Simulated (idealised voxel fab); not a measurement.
Name of the process module below: voxel wiring stack
The cross-section on display is named cut; it measures 290 nm wide, and its cells are 5 nm squares.
Cross-section = grid of square cells, listed top down in bands; band = one or more rows.
This entry defines a band. It first specifies the height of the band's top and the height of its bottom in nm, and then specifies the band's materials from left to right, stating each material with its width in nm. The word "everywhere" identifies a single material that fills the band from edge to edge, while the word "empty" identifies empty space.
Below 0: as-received wafer, all one material; heights counted from there. Lowest band: no bottom, goes on down, written "0..down".
Think of "30..40" as a width that walks from the first number to the second as you go down the band, top row to bottom row, taking equal-sized steps from row to row.
A step reported as "nothing got changed" is a step in which no cell of the cross-section changed.
"Non-vented voids": empty spaces of 8 cells or more with no open way to the top, each given as width x height at distance, distance from the left edge, all in nm.
Post-settings text on a step line: simulator's own remark regarding the step.
The "overlay nm" setting may appear on a step's line; for a step that uses a mask, it gives how far to the right of its planned position the mask lay, and a negative value indicates the left.

-- plan
1: RECEIVE: material Si
2: CONFORMAL_DEP: material SiO2, thk nm 15
3: DIRECTIONAL_DEP: material TiN, thk nm 5
4: DIRECTIONAL_DEP: material Ru, thk nm 25
5: PATTERN: tone cover, mask id METAL_1, material resist, width nm 30, pitch nm 50, thk nm 20, overlay nm 0
6: DIRECTIONAL_ETCH: etch materials Ru, depth nm 25
7: DIRECTIONAL_ETCH: etch materials TiN, depth nm 5
8: STRIP: etch materials resist
9: FILL_DEP: material lowk, thk nm 10
10: CMP: height nm 45
11: CONFORMAL_DEP: material SiCN, thk nm 5
12: DIRECTIONAL_DEP: material lowk, thk nm 20
13: MASKED_ETCH: tone open, mask id PLUG_1, width nm 15, pitch nm 50, etch materials lowk, depth nm 20, overlay nm 0
14: MASKED_ETCH: tone open, mask id PLUG_1, width nm 15, pitch nm 50, etch materials SiCN, depth nm 5, overlay nm 0
15: CONFORMAL_DEP: material TiN, thk nm 5
16: FILL_DEP: material Cu, thk nm 5
17: CMP: height nm 70
18: DIRECTIONAL_DEP: material TiN, thk nm 5
19: DIRECTIONAL_DEP: material Ru, thk nm 15
20: DIRECTIONAL_DEP: material aC, thk nm 15
21: PATTERN: tone cover, mask id METAL_2, material resist, width nm 30, pitch nm 50, thk nm 30, overlay nm 0
22: DIRECTIONAL_ETCH: etch materials aC, depth nm 15
23: STRIP: etch materials resist
24: DIRECTIONAL_ETCH: etch materials Ru, depth nm 15
25: DIRECTIONAL_ETCH: etch materials TiN, depth nm 5
26: STRIP: etch materials aC
27: CONFORMAL_DEP: material SiCN, thk nm 5
28: FILL_DEP: material lowk, thk nm 10
29: CMP: height nm 90
30: CONFORMAL_DEP: material SiN, thk nm 5

-- Cross-section of the incoming wafer, state after step 1
* 0..down | Si everywhere
* Non-vented voids: none

-- As-planned run: cross-section of the first of two wafers at end of module
* 95..90 | SiN everywhere
* 90..75 | lowk 100 nm, SiCN 5 nm, Ru 30 nm, SiCN 5 nm, lowk 10 nm, SiCN 5 nm, Ru 30 nm, SiCN 5 nm, lowk 100 nm
* 75..70 | SiCN 105 nm, TiN 30 nm, SiCN 20 nm, TiN 30 nm, SiCN 105 nm
* 70..50 | lowk 105 nm, TiN 5 nm, Cu 5 nm, TiN 5 nm, lowk 35 nm, TiN 5 nm, Cu 5 nm, TiN 5 nm, lowk 120 nm
* 50..45 | SiCN 105 nm, TiN 15 nm, SiCN 35 nm, TiN 15 nm, SiCN 120 nm
* 45..20 | lowk 105 nm, Ru 30 nm, lowk 20 nm, Ru 30 nm, lowk 105 nm
* 20..15 | lowk 105 nm, TiN 30 nm, lowk 20 nm, TiN 30 nm, lowk 105 nm
* 15..0 | SiO2 everywhere
* 0..down | Si everywhere
* Non-vented voids: none

-- Cross-section at end of module for the second wafer of two, which matched the first in starting point and plan and differed by one mistake in its processing
* 95..90 | SiN everywhere
* 90..75 | lowk 90 nm, SiCN 5 nm, Ru 30 nm, SiCN 5 nm, lowk 10 nm, SiCN 5 nm, Ru 30 nm, SiCN 5 nm, lowk 110 nm
* 75..70 | SiCN 95 nm, TiN 30 nm, SiCN 20 nm, TiN 30 nm, SiCN 115 nm
* 70..50 | lowk 105 nm, TiN 5 nm, Cu 5 nm, TiN 5 nm, lowk 35 nm, TiN 5 nm, Cu 5 nm, TiN 5 nm, lowk 120 nm
* 50..45 | SiCN 105 nm, TiN 15 nm, SiCN 35 nm, TiN 15 nm, SiCN 120 nm
* 45..20 | lowk 105 nm, Ru 30 nm, lowk 20 nm, Ru 30 nm, lowk 105 nm
* 20..15 | lowk 105 nm, TiN 30 nm, lowk 20 nm, TiN 30 nm, lowk 105 nm
* 15..0 | SiO2 everywhere
* 0..down | Si everywhere
* Non-vented voids: none
Diagnosis: the process deviated at step 21: the operation and settings actually run there were PATTERN: tone cover, mask id METAL_2, material resist, width nm 30, pitch nm 50, thk nm 30, overlay nm -10
Final wafers compared: equal cell tally per material, rearranged layout.
